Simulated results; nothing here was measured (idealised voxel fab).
Process module, titled voxel wiring stack
Square cell edge 5 nm, section width 165 nm, ID cut.
Format of a cross-section: grid, square cells. Given as bands. Order: top down. Band: one or more rows of cells. This entry defines a band. It first specifies the height of the band's top and the height of its bottom in nm, and then specifies the band's materials from left to right, stating each material with its width in nm. The word "full width" identifies a single material that fills the band from edge to edge, while the word "blank" identifies empty space. Height datum 0, below which the as-received substrate wafer is one material. Lowest band open at the bottom, running downward: "from 0 down". It should be noted that a width expressed as "30 to 40" varies in equal increments from row to row of cells within the band, taking the value of the first number at the top row and that of the second number at the bottom row. When a step is marked "remained the same", none of the cells in the cross-section changed during that step. In "Closed void table" the enclosed voids are listed, meaning empty spaces of 8 cells or larger without any opening to the top. The form is width x height at distance, distance from the left edge, units nm. If you see something after the settings on a step's line, that's the simulator's own remark about that step. The "overlay nm" setting may appear on a step's line; for a step that uses a mask, it gives how far to the right of its planned position the mask lay, and a negative value indicates the left.

[So here's the lineup of process steps we planned]
| 1 | RECEIVE: material Si |
| 2 | CONFORMAL_DEP: material SiO2, thk nm 15 |
| 3 | DIRECTIONAL_DEP: material TiN, thk nm 5 |
| 4 | DIRECTIONAL_DEP: material W, thk nm 15 |
| 5 | PATTERN: tone cover, mask id METAL_1, material resist, width nm 30, pitch nm 50, thk nm 15, overlay nm 0 |
| 6 | DIRECTIONAL_ETCH: etch materials W, depth nm 15 |
| 7 | DIRECTIONAL_ETCH: etch materials TiN, depth nm 5 |
| 8 | STRIP: etch materials resist |
| 9 | FILL_DEP: material lowk, thk nm 5 |
| 10 | CMP: height nm 35 |
| 11 | CONFORMAL_DEP: material SiCN, thk nm 5 |
| 12 | DIRECTIONAL_DEP: material SiO2, thk nm 25 |
| 13 | MASKED_ETCH: tone open, mask id METAL_2_HOLES, width nm 15, pitch nm 50, etch materials SiO2, depth nm 25, overlay nm 0 |
| 14 | PATTERN: tone open, mask id METAL_2, material resist, width nm 30, pitch nm 50, thk nm 15, overlay nm 0 |
| 15 | DIRECTIONAL_ETCH: etch materials SiO2, depth nm 15 |
| 16 | DIRECTIONAL_ETCH: etch materials SiCN, depth nm 5 |
| 17 | STRIP: etch materials resist |
| 18 | CONFORMAL_DEP: material TiN, thk nm 5 |
| 19 | FILL_DEP: material Cu, thk nm 5 |
| 20 | CMP: height nm 65 |
| 21 | CONFORMAL_DEP: material SiCN, thk nm 5 |
| 22 | DIRECTIONAL_DEP: material lowk, thk nm 20 |
| 23 | PATTERN: tone open, mask id PLUG_2, material resist, width nm 15, pitch nm 50, thk nm 15, overlay nm 0 |
| 24 | DIRECTIONAL_ETCH: etch materials lowk, depth nm 20 |
| 25 | DIRECTIONAL_ETCH: etch materials SiCN, depth nm 5 |
| 26 | STRIP: etch materials resist |
| 27 | EPI: material Ru, thk nm 10 |
| 28 | EPI: material Ru, thk nm 10 |
| 29 | EPI: material Ru, thk nm 5 |
| 30 | DIRECTIONAL_DEP: material TiN, thk nm 5 |
| 31 | DIRECTIONAL_DEP: material Ru, thk nm 20 |
| 32 | MASKED_ETCH: tone cover, mask id METAL_3, width nm 30, pitch nm 50, etch materials Ru, depth nm 20, overlay nm 0 |
| 33 | MASKED_ETCH: tone cover, mask id METAL_3, width nm 30, pitch nm 50, etch materials TiN, depth nm 5, overlay nm 0 |
| 34 | FILL_DEP: material SiO2, thk nm 5 |
| 35 | CMP: height nm 115 |
| 36 | CONFORMAL_DEP: material SiCN, thk nm 5 |

[Cross-section of the wafer upon arrival, representing the state reached after step 1]
- from 0 down = Si full width
- Closed void table: none

[The first of the two wafers as seen in cross-section once the module was finished; processing followed the plan]
- from 120 to 115 = SiCN full width
- from 115 to 95 = SiO2=40 | Ru=30 | SiO2=20 | Ru=30 | SiO2=45
- from 95 to 90 = SiO2=40 | TiN=30 | SiO2=20 | TiN=30 | SiO2=45
- from 90 to 70 = lowk=40 | Ru=15 | lowk=35 | Ru=15 | lowk=60
- from 70 to 65 = SiCN=40 | Ru=15 | SiCN=35 | Ru=15 | SiCN=60
- from 65 to 55 = SiO2=40 | TiN=5 | Cu=20 | TiN=5 | SiO2=20 | TiN=5 | Cu=20 | TiN=5 | SiO2=45
- from 55 to 50 = SiO2=40 | TiN=5 | Cu=5 | TiN=20 | SiO2=20 | TiN=5 | Cu=5 | TiN=20 | SiO2=45
- from 50 to 40 = SiO2=40 | TiN=5 | Cu=5 | TiN=5 | SiO2=35 | TiN=5 | Cu=5 | TiN=5 | SiO2=60
- from 40 to 35 = SiCN=40 | TiN=15 | SiCN=35 | TiN=15 | SiCN=60
- from 35 to 20 = lowk=40 | W=30 | lowk=20 | W=30 | lowk=45
- from 20 to 15 = lowk=40 | TiN=30 | lowk=20 | TiN=30 | lowk=45
- from 15 to 0 = SiO2 full width
- from 0 down = Si full width
- Closed void table: none

[Second wafer cross-section at end of module - shared start and plan with the first, one mistake in the run]
- from 120 to 115 = SiCN full width
- from 115 to 95 = SiO2=40 | Ru=30 | SiO2=20 | Ru=30 | SiO2=45
- from 95 to 90 = SiO2=40 | TiN=30 | SiO2=20 | TiN=30 | SiO2=45
- from 90 to 70 = lowk=40 | Ru=15 | lowk=35 | Ru=15 | lowk=60
- from 70 to 65 = SiCN=40 | Ru=15 | SiCN=35 | Ru=15 | SiCN=60
- from 65 to 55 = SiO2=35 | TiN=5 | Cu=25 | TiN=5 | SiO2=15 | TiN=5 | Cu=25 | TiN=5 | SiO2=45
- from 55 to 45 = SiO2=35 | TiN=5 | Cu=15 | TiN=15 to 5 | SiO2=15 to 25 | TiN=5 | Cu=15 | TiN=15 to 5 | SiO2=45 to 55
- from 45 to 40 = SiO2=35 | TiN=10 | Cu=10 | TiN=5 | SiO2=25 | TiN=10 | Cu=10 | TiN=5 | SiO2=55
- from 40 to 35 = SiCN=40 | TiN=20 | SiCN=30 | TiN=20 | SiCN=55
- from 35 to 20 = lowk=40 | W=30 | lowk=20 | W=30 | lowk=45
- from 20 to 15 = lowk=40 | TiN=30 | lowk=20 | TiN=30 | lowk=45
- from 15 to 0 = SiO2 full width
- from 0 down = Si full width
- Closed void table: none
What was done differently from what was planned? rather than as planned, step 13 actually ran as MASKED_ETCH: tone open, mask id METAL_2_HOLES, width nm 25, pitch nm 50, etch materials SiO2, depth nm 25, overlay nm 0
The second wafer ends with more or fewer cells of some materials than the first, per final count: Cu +14, SiCN -2, SiO2 -14, TiN +2
